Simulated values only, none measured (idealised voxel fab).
Process module under the name voxel spacer lines
Each square cell in cross-section cut measures 5 nm, and the section as a whole is 260 nm wide.
A cross-section is written here as square cells arranged in a grid, and it is given in bands from the top down, each band taking up one or more rows of cells. Each band's line starts with the height of the band's top and of its bottom, in nm. Then come its materials from left to right, each with its width in nm. One material with "edge to edge" fills the band from edge to edge. "empty" is empty space. A quick word on heights: they are counted from 0, and under that level the wafer as it came to us is one material throughout. The lowest band is different from the rest in having no bottom; it simply continues downward, written as in "0 and below". The notation "30 to 40" denotes a width that varies across the rows of cells in the band, beginning at the first number in the top row, finishing at the second number in the bottom row, and changing by an identical amount from each row to the next. "left unchanged" -> step changed no cross-section cell. Each empty space that has no open way to the top and spans at least 8 cells appears under "Sealed voids" as width x height at distance, the distance counted from the left edge, all in nm. On each step's line, the part that comes after the settings is the simulator's own comment on the step. When a step includes a mask, the "overlay nm" setting on its line states how far to the right of its planned place that mask lay, and negative values state how far to the left.
**The process steps that were planned are listed below**
1: RECEIVE (material Si)
2: CONFORMAL_DEP (material Al2O3; thk nm 10)
3: DIRECTIONAL_DEP (material polySi; thk nm 10)
4: DIRECTIONAL_DEP (material aC; thk nm 25)
5: PATTERN (tone cover; mask id MANDREL; material resist; width nm 25; pitch nm 80; thk nm 35; overlay nm 0)
6: DIRECTIONAL_ETCH (etch materials aC; depth nm 25)
7: STRIP (etch materials resist)
8: CONFORMAL_DEP (material SiN; thk nm 15)
9: DIRECTIONAL_ETCH (etch materials SiN; depth nm 15)
10: STRIP (etch materials aC)
11: DIRECTIONAL_ETCH (etch materials polySi; depth nm 10)
12: STRIP (etch materials SiN)
**Cross-section, incoming material, after step 1**
0 and below: Si edge to edge
Sealed voids: none
**Here's the wafer cut in cross-section after the module, started and planned just like above, except one thing was done wrong in the run**
20 down to 10: empty: 75, polySi: 25, empty: 55, polySi: 25, empty: 80
10 down to 0: Al2O3 edge to edge
0 and below: Si edge to edge
Sealed voids: none
What broke from the plan during processing? contrary to plan, step 5 was performed as PATTERN (tone open; mask id MANDREL; material resist; width nm 25; pitch nm 80; thk nm 35; overlay nm 0)
